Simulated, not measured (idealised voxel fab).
A process module follows: voxel self aligned contacts.
It is cross-section cut that appears here, measuring 220 nm in width, its square cells being 5 nm in size.
How to read a cross-section here: the picture is a grid of square cells, written as bands going from the top down, and any band can span one or more rows of cells. What a band's entry tells you: where the top is and where the bottom is, as heights in nm, and after that what lies inside, material by material from left to right, each with its width in nm. Empty space is written as the word "air", and a single material marked with the word "throughout" occupies the band from edge to edge. Note: height 0 marks the level under which the wafer is uniformly one material as received. Lowest band unbounded below, written "top 0, no bottom". A width such as "30->40" changes by the same amount from each row of cells to the next, from the band's top row to its bottom row. When a step is marked "identical to before", none of the cells in the cross-section changed during that step. So "Fully sealed voids" is basically the list of trapped voids: any empty space of 8 cells or more that can't reach the top through an opening. They're written width x height at distance, the distance being from the left edge, and it's all nm. Step line, after settings: the simulator's comment on this step. Steps that use a mask can have "overlay nm" on their line. It says how far the mask sat to the right of where it was meant to be. Negative means to the left.

Plan
1) RECEIVE [material Si]
2) OXIDIZE [depth nm 5]
3) DIRECTIONAL_DEP [material polySi] [thk nm 30]
4) DIRECTIONAL_DEP [material SiN] [thk nm 15]
5) MASKED_ETCH [tone cover] [mask id GATE] [width nm 30] [pitch nm 60] [etch materials SiN] [depth nm 15] [overlay nm 0]
6) MASKED_ETCH [tone cover] [mask id GATE] [width nm 30] [pitch nm 60] [etch materials polySi] [depth nm 30] [overlay nm 0]
7) CONFORMAL_DEP [material SiN] [thk nm 5]
8) DIRECTIONAL_ETCH [etch materials SiN] [depth nm 5]
9) FILL_DEP [material SiO2] [thk nm 15]
10) CMP [height nm 55]
11) PATTERN [tone open] [mask id CONTACT] [material resist] [width nm 40] [pitch nm 60] [thk nm 20] [overlay nm 0]
12) DIRECTIONAL_ETCH [etch materials SiO2] [depth nm 60]
13) STRIP [etch materials resist]
14) CONFORMAL_DEP [material TiN] [thk nm 5]
15) FILL_DEP [material W] [thk nm 5]
16) CMP [height nm 55]
17) CONFORMAL_DEP [material SiN] [thk nm 5]

As-received state of the wafer in cross-section, equivalent to post-step 1
top 0, no bottom | Si throughout
Fully sealed voids: none

Same starting wafer, same plan as above, one mistake in the execution; this is the cross-section at the end of the module
top 60, bottom 55 | SiN throughout
top 55, bottom 45 | SiO2 (60), TiN (5->20), W (30->5), TiN (5->15), SiO2 (20), TiN (5->20), W (30->5), TiN (5->15), SiO2 (60)
top 45, bottom 30 | SiO2 (30), SiN (45), TiN (5), W (5), TiN (5), SiN (45), TiN (5), W (5), TiN (5), SiN (45), SiO2 (25)
top 30, bottom 0 | SiO2 (30), SiN (5), polySi (35), SiN (5), TiN (5), W (5), TiN (5), SiN (5), polySi (35), SiN (5), TiN (5), W (5), TiN (5), SiN (5), polySi (35), SiN (5), SiO2 (25)
top 0, bottom -5 | SiO2 (75), TiN (15), SiO2 (45), TiN (15), SiO2 (70)
top -5, no bottom | Si throughout
Fully sealed voids: none
Error vs. plan: step 5 deviated from plan and actually ran as MASKED_ETCH [tone cover] [mask id GATE] [width nm 35] [pitch nm 60] [etch materials SiN] [depth nm 15] [overlay nm 0]
